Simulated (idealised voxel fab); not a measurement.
The following process module bears the name voxel gate over fins.
The cross-section on display is named cut; it measures 300 nm wide, and its cells are 5 nm squares.
Cross-section format: a grid of square cells, given as bands from top to bottom; each band is one or more rows of cells. Basically the band line says how high the top is and how high the bottom is, in nm, and then what's in it from left to right, every material with its width in nm. Empty space shows up as "empty", and if a single material carries "all across" it runs the full band edge to edge. Counting heights begins at 0, where everything beneath is, in the wafer as received, one material. The lowest band has no bottom; it goes on downwards, as "from 0 down" shows. Width spec "30..40" -> top row of cells at first value, bottom row at second value, equal per-row change in between. What does "nothing changed" mean for a step? It means no cell of the cross-section changed in that step. Heads up: "Enclosed void list" only lists the empty pockets with no open path to the top that are 8 cells or more, and it writes them as width x height at distance, distance from the left edge, in nm. Past the settings on a step's line: simulator remark, on that step. overlay nm: mask offset rightward from planned place, masked step; negative means leftward offset. Guide to the pairs. Each holds a before and an after cross-section around one process step; the after cross-section is cut off at the lowest band that changed. Look under the pair for the step between them and its settings. Pairs can come from different runs of this module on the same starting wafer, so a pair follows on from the one above it only where its entry headed "Before this step" says it does.

Before this step
* from 0 down = Si all across
* Enclosed void list: none

Result of Step
* from 10 to 0 = SiN all across
* All layers under 0 are left as they were.
* Enclosed void list: none
The step occurring between the two cross-sections depicted above is identified as op CONFORMAL_DEP | material SiN | thk nm 10

Before this step: just use the after drawing of the pair above as your starting point.

Result of Step
* from 30 to 10 = 120 of empty, 15 of resist, 30 of empty, 15 of resist, 120 of empty
* All layers under 10 are left as they were.
* Enclosed void list: none
The step occurring between the two cross-sections depicted above is identified as op PATTERN | tone cover | mask id FINS | material resist | width nm 15 | pitch nm 45 | thk nm 20 | overlay nm 0

Before this step: just use the after drawing of the pair above as your starting point.

Result of Step
* from 30 to 10 = 120 of empty, 15 of resist, 30 of empty, 15 of resist, 120 of empty
* from 10 to 0 = 120 of empty, 15 of SiN, 30 of empty, 15 of SiN, 120 of empty
* All layers under 0 are left as they were.
* Enclosed void list: none
The step occurring between the two cross-sections depicted above is identified as op DIRECTIONAL_ETCH | etch materials SiN | depth nm 10

Before this step: just use the after drawing of the pair above as your starting point.

Result of Step
* from 30 to 10 = 120 of empty, 15 of resist, 30 of empty, 15 of resist, 120 of empty
* from 10 to 0 = 120 of empty, 15 of SiN, 30 of empty, 15 of SiN, 120 of empty
* from 0 to -40 = 120 of empty, 15 of Si, 30 of empty, 15 of Si, 120 of empty
* All layers under -40 are left as they were.
* Enclosed void list: none
The step occurring between the two cross-sections depicted above is identified as op DIRECTIONAL_ETCH | etch materials Si | depth nm 40

Before this step: just use the after drawing of the pair above as your starting point.

Result of Step
* from 10 to 0 = 120 of empty, 15 of SiN, 30 of empty, 15 of SiN, 120 of empty
* All layers under 0 are left as they were.
* Enclosed void list: none
The step occurring between the two cross-sections depicted above is identified as op STRIP | etch materials resist

Before this step: just use the after drawing of the pair above as your starting point.

Result of Step
* from 10 to 0 = 120 of empty, 15 of SiN, 30 of empty, 15 of SiN, 120 of empty
* from 0 to -40 = 120 of empty, 5 of SiO2, 5 of Si, 5 of SiO2, 30 of empty, 5 of SiO2, 5 of Si, 5 of SiO2, 120 of empty
* from -40 to -45 = 125 of SiO2, 5 of Si, 40 of SiO2, 5 of Si, 125 of SiO2
* All layers under -45 are left as they were.
* Enclosed void list: none
The step occurring between the two cross-sections depicted above is identified as op OXIDIZE | depth nm 5

Before this step: just use the after drawing of the pair above as your starting point.

Result of Step
* from 15 to 10 = SiO2 all across
* from 10 to 0 = 120 of SiO2, 15 of SiN, 30 of SiO2, 15 of SiN, 120 of SiO2
* from 0 to -45 = 125 of SiO2, 5 of Si, 40 of SiO2, 5 of Si, 125 of SiO2
* All layers under -45 are left as they were.
* Enclosed void list: none
The step occurring between the two cross-sections depicted above is identified as op FILL_DEP | material SiO2 | thk nm 5

Before this step: just use the after drawing of the pair above as your starting point.

Result of Step
* from 10 to 0 = 120 of SiO2, 15 of SiN, 30 of SiO2, 15 of SiN, 120 of SiO2
* All layers under 0 are left as they were.
* Enclosed void list: none
The step occurring between the two cross-sections depicted above is identified as op CMP | height nm 10

Before this step: just use the after drawing of the pair above as your starting point.

Result of Step
* from 10 to 0 = 120 of empty, 15 of SiN, 30 of empty, 15 of SiN, 120 of empty
* from 0 to -10 = 125 of empty, 5 of Si, 40 of empty, 5 of Si, 125 of empty
* All layers under -10 are left as they were.
* Enclosed void list: none
The step occurring between the two cross-sections depicted above is identified as op SELECTIVE_ETCH | etch materials SiO2 | depth nm 20

Before this step: just use the after drawing of the pair above as your starting point.

Result of Step
* from 0 to -10 = 125 of empty, 5 of Si, 40 of empty, 5 of Si, 125 of empty
* All layers under -10 are left as they were.
* Enclosed void list: none
The step occurring between the two cross-sections depicted above is identified as op STRIP | etch materials SiN

Before this step: just use the after drawing of the pair above as your starting point.

Result of Step
* from 5 to 0 = 120 of empty, 15 of HfO2, 30 of empty, 15 of HfO2, 120 of empty
* from 0 to -5 = 120 of empty, 5 of HfO2, 5 of Si, 5 of HfO2, 30 of empty, 5 of HfO2, 5 of Si, 5 of HfO2, 120 of empty
* from -5 to -10 = 125 of HfO2, 5 of Si, 40 of HfO2, 5 of Si, 125 of HfO2
* All layers under -10 are left as they were.
* Enclosed void list: none
The step occurring between the two cross-sections depicted above is identified as op CONFORMAL_DEP | material HfO2 | thk nm 5

Before this step: just use the after drawing of the pair above as your starting point.

Result of Step
* from 10 to 5 = 115 of empty, 25 of TiN, 20 of empty, 25 of TiN, 115 of empty
* from 5 to 0 = 115 of empty, 5 of TiN, 15 of HfO2, 5 of TiN, 20 of empty, 5 of TiN, 15 of HfO2, 5 of TiN, 115 of empty
* from 0 to -5 = 120 of TiN, 5 of HfO2, 5 of Si, 5 of HfO2, 30 of TiN, 5 of HfO2, 5 of Si, 5 of HfO2, 120 of TiN
* All layers under -5 are left as they were.
* Enclosed void list: none
The step occurring between the two cross-sections depicted above is identified as op CONFORMAL_DEP | material TiN | thk nm 5

Before this step: just use the after drawing of the pair above as your starting point.

Result of Step
* from 15 to 10 = 110 of empty, 35 of TiAl, 10 of empty, 35 of TiAl, 110 of empty
* from 10 to 5 = 110 of empty, 5 of TiAl, 25 of TiN, 5 of TiAl, 10 of empty, 5 of TiAl, 25 of TiN, 5 of TiAl, 110 of empty
* from 5 to 0 = 115 of TiAl, 5 of TiN, 15 of HfO2, 5 of TiN, 20 of TiAl, 5 of TiN, 15 of HfO2, 5 of TiN, 115 of TiAl
* All layers under 0 are left as they were.
* Enclosed void list: none
The step occurring between the two cross-sections depicted above is identified as op CONFORMAL_DEP | material TiAl | thk nm 5

Before this step: just use the after drawing of the pair above as your starting point.

Result of Step
* from 20 to 15 = 105 of empty, 90 of TiN, 105 of empty
* from 15 to 10 = 105 of empty, 5 of TiN, 35 of TiAl, 10 of TiN, 35 of TiAl, 5 of TiN, 105 of empty
* from 10 to 5 = 110 of TiN, 5 of TiAl, 25 of TiN, 5 of TiAl, 10 of TiN, 5 of TiAl, 25 of TiN, 5 of TiAl, 110 of TiN
* All layers under 5 are left as they were.
* Enclosed void list: none
The step occurring between the two cross-sections depicted above is identified as op CONFORMAL_DEP | material TiN | thk nm 5

Before this step: just use the after drawing of the pair above as your starting point.

Result of Step
* from 30 to 20 = W all across
* from 20 to 15 = 105 of W, 90 of TiN, 105 of W
* from 15 to 10 = 105 of W, 5 of TiN, 35 of TiAl, 10 of TiN, 35 of TiAl, 5 of TiN, 105 of W
* All layers under 10 are left as they were.
* Enclosed void list: none
The step occurring between the two cross-sections depicted above is identified as op FILL_DEP | material W | thk nm 10

Before this step: just use the after drawing of the pair above as your starting point.

Result of Step
* from 25 to 20 = W all across
* All layers under 20 are left as they were.
* Enclosed void list: none
The step occurring between the two cross-sections depicted above is identified as op CMP | height nm 25

Before this step: just use the after drawing of the pair above as your starting point.

Result of Step
* from 30 to 25 = SiN all across
* All layers under 25 are left as they were.
* Enclosed void list: none
The step occurring between the two cross-sections depicted above is identified as op CONFORMAL_DEP | material SiN | thk nm 5

Before this step
* from 0 to -10 = 125 of empty, 5 of Si, 40 of empty, 5 of Si, 125 of empty
* from -10 to -45 = 125 of SiO2, 5 of Si, 40 of SiO2, 5 of Si, 125 of SiO2
* from -45 down = Si all across
* Enclosed void list: none

Result of Step
* from 5 to 0 = 120 of empty, 15 of TiN, 30 of empty, 15 of TiN, 120 of empty
* from 0 to -5 = 120 of empty, 5 of TiN, 5 of Si, 5 of TiN, 30 of empty, 5 of TiN, 5 of Si, 5 of TiN, 120 of empty
* from -5 to -10 = 125 of TiN, 5 of Si, 40 of TiN, 5 of Si, 125 of TiN
* All layers under -10 are left as they were.
* Enclosed void list: none
The step occurring between the two cross-sections depicted above is identified as op CONFORMAL_DEP | material TiN | thk nm 5

Before this step: just use the after drawing of the pair above as your starting point.

Result of Step
* from 10 to 5 = 115 of empty, 25 of TiAl, 20 of empty, 25 of TiAl, 115 of empty
* from 5 to 0 = 115 of empty, 5 of TiAl, 15 of TiN, 5 of TiAl, 20 of empty, 5 of TiAl, 15 of TiN, 5 of TiAl, 115 of empty
* from 0 to -5 = 120 of TiAl, 5 of TiN, 5 of Si, 5 of TiN, 30 of TiAl, 5 of TiN, 5 of Si, 5 of TiN, 120 of TiAl
* All layers under -5 are left as they were.
* Enclosed void list: none
The step occurring between the two cross-sections depicted above is identified as op CONFORMAL_DEP | material TiAl | thk nm 5

Before this step: just use the after drawing of the pair above as your starting point.

Result of Step
* from 15 to 10 = 110 of empty, 35 of TiN, 10 of empty, 35 of TiN, 110 of empty
* from 10 to 5 = 110 of empty, 5 of TiN, 25 of TiAl, 5 of TiN, 10 of empty, 5 of TiN, 25 of TiAl, 5 of TiN, 110 of empty
* from 5 to 0 = 115 of TiN, 5 of TiAl, 15 of TiN, 5 of TiAl, 20 of TiN, 5 of TiAl, 15 of TiN, 5 of TiAl, 115 of TiN
* All layers under 0 are left as they were.
* Enclosed void list: none
The step occurring between the two cross-sections depicted above is identified as op CONFORMAL_DEP | material TiN | thk nm 5

Before this step: just use the after drawing of the pair above as your starting point.

Result of Step
* from 25 to 15 = W all across
* from 15 to 10 = 110 of W, 35 of TiN, 10 of W, 35 of TiN, 110 of W
* from 10 to 5 = 110 of W, 5 of TiN, 25 of TiAl, 5 of TiN, 10 of W, 5 of TiN, 25 of TiAl, 5 of TiN, 110 of W
* All layers under 5 are left as they were.
* Enclosed void list: none
The step occurring between the two cross-sections depicted above is identified as op FILL_DEP | material W | thk nm 10

Before this step: just use the after drawing of the pair above as your starting point.

Result of Step
* from 30 to 25 = SiN all across
* All layers under 25 are left as they were.
* Enclosed void list: none
The step occurring between the two cross-sections depicted above is identified as op CONFORMAL_DEP | material SiN | thk nm 5

Before this step
* from 10 to 0 = 120 of empty, 15 of SiN, 30 of empty, 15 of SiN, 120 of empty
* from 0 to -10 = 125 of empty, 5 of Si, 40 of empty, 5 of Si, 125 of empty
* from -10 to -45 = 125 of SiO2, 5 of Si, 40 of SiO2, 5 of Si, 125 of SiO2
* from -45 down = Si all across
* Enclosed void list: none

Result of Step
* from 10 to 0 = 120 of empty, 15 of SiN, 30 of empty, 15 of SiN, 120 of empty
* from 0 to -30 = 125 of empty, 5 of Si, 40 of empty, 5 of Si, 125 of empty
* All layers under -30 are left as they were.
* Enclosed void list: none
The step occurring between the two cross-sections depicted above is identified as op SELECTIVE_ETCH | etch materials SiO2 | depth nm 20

Before this step: just use the after drawing of the pair above as your starting point.

Result of Step
* from 0 to -30 = 125 of empty, 5 of Si, 40 of empty, 5 of Si, 125 of empty
* All layers under -30 are left as they were.
* Enclosed void list: none
The step occurring between the two cross-sections depicted above is identified as op STRIP | etch materials SiN

Before this step: just use the after drawing of the pair above as your starting point.

Result of Step
* from 5 to 0 = 120 of empty, 15 of HfO2, 30 of empty, 15 of HfO2, 120 of empty
* from 0 to -25 = 120 of empty, 5 of HfO2, 5 of Si, 5 of HfO2, 30 of empty, 5 of HfO2, 5 of Si, 5 of HfO2, 120 of empty
* from -25 to -30 = 125 of HfO2, 5 of Si, 40 of HfO2, 5 of Si, 125 of HfO2
* All layers under -30 are left as they were.
* Enclosed void list: none
The step occurring between the two cross-sections depicted above is identified as op CONFORMAL_DEP | material HfO2 | thk nm 5

Before this step: just use the after drawing of the pair above as your starting point.

Result of Step
* from 10 to 5 = 115 of empty, 25 of TiN, 20 of empty, 25 of TiN, 115 of empty
* from 5 to 0 = 115 of empty, 5 of TiN, 15 of HfO2, 5 of TiN, 20 of empty, 5 of TiN, 15 of HfO2, 5 of TiN, 115 of empty
* from 0 to -20 = 115 of empty, 5 of TiN, 5 of HfO2, 5 of Si, 5 of HfO2, 5 of TiN, 20 of empty, 5 of TiN, 5 of HfO2, 5 of Si, 5 of HfO2, 5 of TiN, 115 of empty
* from -20 to -25 = 120 of TiN, 5 of HfO2, 5 of Si, 5 of HfO2, 30 of TiN, 5 of HfO2, 5 of Si, 5 of HfO2, 120 of TiN
* All layers under -25 are left as they were.
* Enclosed void list: none
The step occurring between the two cross-sections depicted above is identified as op CONFORMAL_DEP | material TiN | thk nm 5

Before this step: just use the after drawing of the pair above as your starting point.

Result of Step
* from 15 to 10 = 110 of empty, 35 of TiAl, 10 of empty, 35 of TiAl, 110 of empty
* from 10 to 5 = 110 of empty, 5 of TiAl, 25 of TiN, 5 of TiAl, 10 of empty, 5 of TiAl, 25 of TiN, 5 of TiAl, 110 of empty
* from 5 to 0 = 110 of empty, 5 of TiAl, 5 of TiN, 15 of HfO2, 5 of TiN, 5 of TiAl, 10 of empty, 5 of TiAl, 5 of TiN, 15 of HfO2, 5 of TiN, 5 of TiAl, 110 of empty
* from 0 to -15 = 110 of empty, 5 of TiAl, 5 of TiN, 5 of HfO2, 5 of Si, 5 of HfO2, 5 of TiN, 5 of TiAl, 10 of empty, 5 of TiAl, 5 of TiN, 5 of HfO2, 5 of Si, 5 of HfO2, 5 of TiN, 5 of TiAl, 110 of empty
* from -15 to -20 = 115 of TiAl, 5 of TiN, 5 of HfO2, 5 of Si, 5 of HfO2, 5 of TiN, 20 of TiAl, 5 of TiN, 5 of HfO2, 5 of Si, 5 of HfO2, 5 of TiN, 115 of TiAl
* All layers under -20 are left as they were.
* Enclosed void list: none
The step occurring between the two cross-sections depicted above is identified as op CONFORMAL_DEP | material TiAl | thk nm 5

Before this step: just use the after drawing of the pair above as your starting point.

Result of Step
* from 20 to 15 = 105 of empty, 90 of TiN, 105 of empty
* from 15 to 10 = 105 of empty, 5 of TiN, 35 of TiAl, 10 of TiN, 35 of TiAl, 5 of TiN, 105 of empty
* from 10 to 5 = 105 of empty, 5 of TiN, 5 of TiAl, 25 of TiN, 5 of TiAl, 10 of TiN, 5 of TiAl, 25 of TiN, 5 of TiAl, 5 of TiN, 105 of empty
* from 5 to 0 = 105 of empty, 5 of TiN, 5 of TiAl, 5 of TiN, 15 of HfO2, 5 of TiN, 5 of TiAl, 10 of TiN, 5 of TiAl, 5 of TiN, 15 of HfO2, 5 of TiN, 5 of TiAl, 5 of TiN, 105 of empty
* from 0 to -10 = 105 of empty, 5 of TiN, 5 of TiAl, 5 of TiN, 5 of HfO2, 5 of Si, 5 of HfO2, 5 of TiN, 5 of TiAl, 10 of TiN, 5 of TiAl, 5 of TiN, 5 of HfO2, 5 of Si, 5 of HfO2, 5 of TiN, 5 of TiAl, 5 of TiN, 105 of empty
* from -10 to -15 = 110 of TiN, 5 of TiAl, 5 of TiN, 5 of HfO2, 5 of Si, 5 of HfO2, 5 of TiN, 5 of TiAl, 10 of TiN, 5 of TiAl, 5 of TiN, 5 of HfO2, 5 of Si, 5 of HfO2, 5 of TiN, 5 of TiAl, 110 of TiN
* All layers under -15 are left as they were.
* Enclosed void list: none
The step occurring between the two cross-sections depicted above is identified as op CONFORMAL_DEP | material TiN | thk nm 5

Before this step: just use the after drawing of the pair above as your starting point.

Result of Step
* from 30 to 20 = W all across
* from 20 to 15 = 105 of W, 90 of TiN, 105 of W
* from 15 to 10 = 105 of W, 5 of TiN, 35 of TiAl, 10 of TiN, 35 of TiAl, 5 of TiN, 105 of W
* from 10 to 5 = 105 of W, 5 of TiN, 5 of TiAl, 25 of TiN, 5 of TiAl, 10 of TiN, 5 of TiAl, 25 of TiN, 5 of TiAl, 5 of TiN, 105 of W
* from 5 to 0 = 105 of W, 5 of TiN, 5 of TiAl, 5 of TiN, 15 of HfO2, 5 of TiN, 5 of TiAl, 10 of TiN, 5 of TiAl, 5 of TiN, 15 of HfO2, 5 of TiN, 5 of TiAl, 5 of TiN, 105 of W
* from 0 to -10 = 105 of W, 5 of TiN, 5 of TiAl, 5 of TiN, 5 of HfO2, 5 of Si, 5 of HfO2, 5 of TiN, 5 of TiAl, 10 of TiN, 5 of TiAl, 5 of TiN, 5 of HfO2, 5 of Si, 5 of HfO2, 5 of TiN, 5 of TiAl, 5 of TiN, 105 of W
* All layers under -10 are left as they were.
* Enclosed void list: none
The step occurring between the two cross-sections depicted above is identified as op FILL_DEP | material W | thk nm 10

Before this step: just use the after drawing of the pair above as your starting point.

Result of Step
* from 25 to 20 = W all across
* All layers under 20 are left as they were.
* Enclosed void list: none
The step occurring between the two cross-sections depicted above is identified as op CMP | height nm 25

Before this step: just use the after drawing of the pair above as your starting point.

Result of Step
* from 30 to 25 = SiN all across
* All layers under 25 are left as they were.
* Enclosed void list: none
The step occurring between the two cross-sections depicted above is identified as op CONFORMAL_DEP | material SiN | thk nm 5

Before this step
* from 10 to 0 = 120 of SiO2, 15 of SiN, 30 of SiO2, 15 of SiN, 120 of SiO2
* from 0 to -45 = 125 of SiO2, 5 of Si, 40 of SiO2, 5 of Si, 125 of SiO2
* from -45 down = Si all across
* Enclosed void list: none

Result of Step
* from 10 to 0 = 120 of SiO2, 15 of empty, 30 of SiO2, 15 of empty, 120 of SiO2
* All layers under 0 are left as they were.
* Enclosed void list: none
The step occurring between the two cross-sections depicted above is identified as op STRIP | etch materials SiN

Before this step: just use the after drawing of the pair above as your starting point.

Result of Step
* from 0 to -10 = 125 of empty, 5 of Si, 40 of empty, 5 of Si, 125 of empty
* from -10 to -20 = 100 of SiO2, 25 of empty, 5 of Si, 40 of empty, 5 of Si, 25 of empty, 100 of SiO2
* All layers under -20 are left as they were.
* Enclosed void list: none
The step occurring between the two cross-sections depicted above is identified as op SELECTIVE_ETCH | etch materials SiO2 | depth nm 20

Before this step: just use the after drawing of the pair above as your starting point.

Result of Step
* from 5 to 0 = 120 of empty, 15 of HfO2, 30 of empty, 15 of HfO2, 120 of empty
* from 0 to -5 = 120 of empty, 5 of HfO2, 5 of Si, 5 of HfO2, 30 of empty, 5 of HfO2, 5 of Si, 5 of HfO2, 120 of empty
* from -5 to -10 = 105 of HfO2, 15 of empty, 5 of HfO2, 5 of Si, 5 of HfO2, 30 of empty, 5 of HfO2, 5 of Si, 5 of HfO2, 15 of empty, 105 of HfO2
* from -10 to -15 = 100 of SiO2, 5 of HfO2, 15 of empty, 5 of HfO2, 5 of Si, 5 of HfO2, 30 of empty, 5 of HfO2, 5 of Si, 5 of HfO2, 15 of empty, 5 of HfO2, 100 of SiO2
* from -15 to -20 = 100 of SiO2, 25 of HfO2, 5 of Si, 40 of HfO2, 5 of Si, 25 of HfO2, 100 of SiO2
* All layers under -20 are left as they were.
* Enclosed void list: none
The step occurring between the two cross-sections depicted above is identified as op CONFORMAL_DEP | material HfO2 | thk nm 5

Before this step: just use the after drawing of the pair above as your starting point.

Result of Step
* from 10 to 5 = 115 of empty, 25 of TiN, 20 of empty, 25 of TiN, 115 of empty
* from 5 to 0 = 115 of empty, 5 of TiN, 15 of HfO2, 5 of TiN, 20 of empty, 5 of TiN, 15 of HfO2, 5 of TiN, 115 of empty
* from 0 to -5 = 110 of TiN, 5 of empty, 5 of TiN, 5 of HfO2, 5 of Si, 5 of HfO2, 5 of TiN, 20 of empty, 5 of TiN, 5 of HfO2, 5 of Si, 5 of HfO2, 5 of TiN, 5 of empty, 110 of TiN
* from -5 to -10 = 105 of HfO2, 5 of TiN, 5 of empty, 5 of TiN, 5 of HfO2, 5 of Si, 5 of HfO2, 5 of TiN, 20 of empty, 5 of TiN, 5 of HfO2, 5 of Si, 5 of HfO2, 5 of TiN, 5 of empty, 5 of TiN, 105 of HfO2
* from -10 to -15 = 100 of SiO2, 5 of HfO2, 15 of TiN, 5 of HfO2, 5 of Si, 5 of HfO2, 30 of TiN, 5 of HfO2, 5 of Si, 5 of HfO2, 15 of TiN, 5 of HfO2, 100 of SiO2
* All layers under -15 are left as they were.
* Enclosed void list: none
The step occurring between the two cross-sections depicted above is identified as op CONFORMAL_DEP | material TiN | thk nm 5

Before this step: just use the after drawing of the pair above as your starting point.

Result of Step
* from 15 to 10 = 110 of empty, 35 of TiAl, 10 of empty, 35 of TiAl, 110 of empty
* from 10 to 5 = 110 of empty, 5 of TiAl, 25 of TiN, 5 of TiAl, 10 of empty, 5 of TiAl, 25 of TiN, 5 of TiAl, 110 of empty
* from 5 to 0 = 115 of TiAl, 5 of TiN, 15 of HfO2, 5 of TiN, 5 of TiAl, 10 of empty, 5 of TiAl, 5 of TiN, 15 of HfO2, 5 of TiN, 115 of TiAl
* from 0 to -5 = 110 of TiN, 5 of TiAl, 5 of TiN, 5 of HfO2, 5 of Si, 5 of HfO2, 5 of TiN, 5 of TiAl, 10 of empty, 5 of TiAl, 5 of TiN, 5 of HfO2, 5 of Si, 5 of HfO2, 5 of TiN, 5 of TiAl, 110 of TiN
* from -5 to -10 = 105 of HfO2, 5 of TiN, 5 of TiAl, 5 of TiN, 5 of HfO2, 5 of Si, 5 of HfO2, 5 of TiN, 20 of TiAl, 5 of TiN, 5 of HfO2, 5 of Si, 5 of HfO2, 5 of TiN, 5 of TiAl, 5 of TiN, 105 of HfO2
* All layers under -10 are left as they were.
* Enclosed void list: none
The step occurring between the two cross-sections depicted above is identified as op CONFORMAL_DEP | material TiAl | thk nm 5

Before this step: just use the after drawing of the pair above as your starting point.

Result of Step
* from 20 to 15 = 105 of empty, 90 of TiN, 105 of empty
* from 15 to 10 = 105 of empty, 5 of TiN, 35 of TiAl, 10 of TiN, 35 of TiAl, 5 of TiN, 105 of empty
* from 10 to 5 = 110 of TiN, 5 of TiAl, 25 of TiN, 5 of TiAl, 10 of TiN, 5 of TiAl, 25 of TiN, 5 of TiAl, 110 of TiN
* from 5 to 0 = 115 of TiAl, 5 of TiN, 15 of HfO2, 5 of TiN, 5 of TiAl, 10 of TiN, 5 of TiAl, 5 of TiN, 15 of HfO2, 5 of TiN, 115 of TiAl
* from 0 to -5 = 110 of TiN, 5 of TiAl, 5 of TiN, 5 of HfO2, 5 of Si, 5 of HfO2, 5 of TiN, 5 of TiAl, 10 of TiN, 5 of TiAl, 5 of TiN, 5 of HfO2, 5 of Si, 5 of HfO2, 5 of TiN, 5 of TiAl, 110 of TiN
* All layers under -5 are left as they were.
* Enclosed void list: none
The step occurring between the two cross-sections depicted above is identified as op CONFORMAL_DEP | material TiN | thk nm 5

Before this step: just use the after drawing of the pair above as your starting point.

Result of Step
* from 30 to 20 = W all across
* from 20 to 15 = 105 of W, 90 of TiN, 105 of W
* from 15 to 10 = 105 of W, 5 of TiN, 35 of TiAl, 10 of TiN, 35 of TiAl, 5 of TiN, 105 of W
* All layers under 10 are left as they were.
* Enclosed void list: none
The step occurring between the two cross-sections depicted above is identified as op FILL_DEP | material W | thk nm 10

Before this step: just use the after drawing of the pair above as your starting point.

Result of Step
* from 25 to 20 = W all across
* All layers under 20 are left as they were.
* Enclosed void list: none
The step occurring between the two cross-sections depicted above is identified as op CMP | height nm 25

Before this step: just use the after drawing of the pair above as your starting point.

Result of Step
* from 30 to 25 = SiN all across
* All layers under 25 are left as they were.
* Enclosed void list: none
The step occurring between the two cross-sections depicted above is identified as op CONFORMAL_DEP | material SiN | thk nm 5

Before this step
* from 30 to 10 = 120 of empty, 15 of resist, 30 of empty, 15 of resist, 120 of empty
* from 10 to 0 = 120 of empty, 15 of SiN, 30 of empty, 15 of SiN, 120 of empty
* from 0 down = Si all across
* Enclosed void list: none

Result of Step
* from 30 to 10 = 120 of empty, 15 of resist, 30 of empty, 15 of resist, 120 of empty
* from 10 to 0 = 120 of empty, 15 of SiN, 30 of empty, 15 of SiN, 120 of empty
* from 0 to -45 = 120 of empty, 15 of Si, 30 of empty, 15 of Si, 120 of empty
* All layers under -45 are left as they were.
* Enclosed void list: none
The step occurring between the two cross-sections depicted above is identified as op DIRECTIONAL_ETCH | etch materials Si | depth nm 45

Before this step: just use the after drawing of the pair above as your starting point.

Result of Step
* from 10 to 0 = 120 of empty, 15 of SiN, 30 of empty, 15 of SiN, 120 of empty
* All layers under 0 are left as they were.
* Enclosed void list: none
The step occurring between the two cross-sections depicted above is identified as op STRIP | etch materials resist

Before this step: just use the after drawing of the pair above as your starting point.

Result of Step
* from 10 to 0 = 120 of empty, 15 of SiN, 30 of empty, 15 of SiN, 120 of empty
* from 0 to -45 = 120 of empty, 5 of SiO2, 5 of Si, 5 of SiO2, 30 of empty, 5 of SiO2, 5 of Si, 5 of SiO2, 120 of empty
* from -45 to -50 = 125 of SiO2, 5 of Si, 40 of SiO2, 5 of Si, 125 of SiO2
* All layers under -50 are left as they were.
* Enclosed void list: none
The step occurring between the two cross-sections depicted above is identified as op OXIDIZE | depth nm 5

Before this step: just use the after drawing of the pair above as your starting point.

Result of Step
* from 15 to 10 = SiO2 all across
* from 10 to 0 = 120 of SiO2, 15 of SiN, 30 of SiO2, 15 of SiN, 120 of SiO2
* from 0 to -50 = 125 of SiO2, 5 of Si, 40 of SiO2, 5 of Si, 125 of SiO2
* All layers under -50 are left as they were.
* Enclosed void list: none
The step occurring between the two cross-sections depicted above is identified as op FILL_DEP | material SiO2 | thk nm 5

Before this step: just use the after drawing of the pair above as your starting point.

Result of Step
* from 10 to 0 = 120 of SiO2, 15 of SiN, 30 of SiO2, 15 of SiN, 120 of SiO2
* All layers under 0 are left as they were.
* Enclosed void list: none
The step occurring between the two cross-sections depicted above is identified as op CMP | height nm 10

Before this step: just use the after drawing of the pair above as your starting point.

Result of Step
* from 10 to 0 = 120 of empty, 15 of SiN, 30 of empty, 15 of SiN, 120 of empty
* from 0 to -10 = 125 of empty, 5 of Si, 40 of empty, 5 of Si, 125 of empty
* All layers under -10 are left as they were.
* Enclosed void list: none
The step occurring between the two cross-sections depicted above is identified as op SELECTIVE_ETCH | etch materials SiO2 | depth nm 20

Before this step: just use the after drawing of the pair above as your starting point.

Result of Step
* from 0 to -10 = 125 of empty, 5 of Si, 40 of empty, 5 of Si, 125 of empty
* All layers under -10 are left as they were.
* Enclosed void list: none
The step occurring between the two cross-sections depicted above is identified as op STRIP | etch materials SiN

Before this step: just use the after drawing of the pair above as your starting point.

Result of Step
* from 5 to 0 = 120 of empty, 15 of HfO2, 30 of empty, 15 of HfO2, 120 of empty
* from 0 to -5 = 120 of empty, 5 of HfO2, 5 of Si, 5 of HfO2, 30 of empty, 5 of HfO2, 5 of Si, 5 of HfO2, 120 of empty
* from -5 to -10 = 125 of HfO2, 5 of Si, 40 of HfO2, 5 of Si, 125 of HfO2
* All layers under -10 are left as they were.
* Enclosed void list: none
The step occurring between the two cross-sections depicted above is identified as op CONFORMAL_DEP | material HfO2 | thk nm 5

Before this step: just use the after drawing of the pair above as your starting point.

Result of Step
* from 10 to 5 = 115 of empty, 25 of TiN, 20 of empty, 25 of TiN, 115 of empty
* from 5 to 0 = 115 of empty, 5 of TiN, 15 of HfO2, 5 of TiN, 20 of empty, 5 of TiN, 15 of HfO2, 5 of TiN, 115 of empty
* from 0 to -5 = 120 of TiN, 5 of HfO2, 5 of Si, 5 of HfO2, 30 of TiN, 5 of HfO2, 5 of Si, 5 of HfO2, 120 of TiN
* All layers under -5 are left as they were.
* Enclosed void list: none
The step occurring between the two cross-sections depicted above is identified as op CONFORMAL_DEP | material TiN | thk nm 5

Before this step: just use the after drawing of the pair above as your starting point.

Result of Step
* from 15 to 10 = 110 of empty, 35 of TiAl, 10 of empty, 35 of TiAl, 110 of empty
* from 10 to 5 = 110 of empty, 5 of TiAl, 25 of TiN, 5 of TiAl, 10 of empty, 5 of TiAl, 25 of TiN, 5 of TiAl, 110 of empty
* from 5 to 0 = 115 of TiAl, 5 of TiN, 15 of HfO2, 5 of TiN, 20 of TiAl, 5 of TiN, 15 of HfO2, 5 of TiN, 115 of TiAl
* All layers under 0 are left as they were.
* Enclosed void list: none
The step occurring between the two cross-sections depicted above is identified as op CONFORMAL_DEP | material TiAl | thk nm 5

Before this step: just use the after drawing of the pair above as your starting point.

Result of Step
* from 20 to 15 = 105 of empty, 90 of TiN, 105 of empty
* from 15 to 10 = 105 of empty, 5 of TiN, 35 of TiAl, 10 of TiN, 35 of TiAl, 5 of TiN, 105 of empty
* from 10 to 5 = 110 of TiN, 5 of TiAl, 25 of TiN, 5 of TiAl, 10 of TiN, 5 of TiAl, 25 of TiN, 5 of TiAl, 110 of TiN
* All layers under 5 are left as they were.
* Enclosed void list: none
The step occurring between the two cross-sections depicted above is identified as op CONFORMAL_DEP | material TiN | thk nm 5

Before this step: just use the after drawing of the pair above as your starting point.

Result of Step
* from 30 to 20 = W all across
* from 20 to 15 = 105 of W, 90 of TiN, 105 of W
* from 15 to 10 = 105 of W, 5 of TiN, 35 of TiAl, 10 of TiN, 35 of TiAl, 5 of TiN, 105 of W
* All layers under 10 are left as they were.
* Enclosed void list: none
The step occurring between the two cross-sections depicted above is identified as op FILL_DEP | material W | thk nm 10

Before this step: just use the after drawing of the pair above as your starting point.

Result of Step
* from 25 to 20 = W all across
* All layers under 20 are left as they were.
* Enclosed void list: none
The step occurring between the two cross-sections depicted above is identified as op CMP | height nm 25

Before this step: just use the after drawing of the pair above as your starting point.

Result of Step
* from 30 to 25 = SiN all across
* All layers under 25 are left as they were.
* Enclosed void list: none
The step occurring between the two cross-sections depicted above is identified as op CONFORMAL_DEP | material SiN | thk nm 5
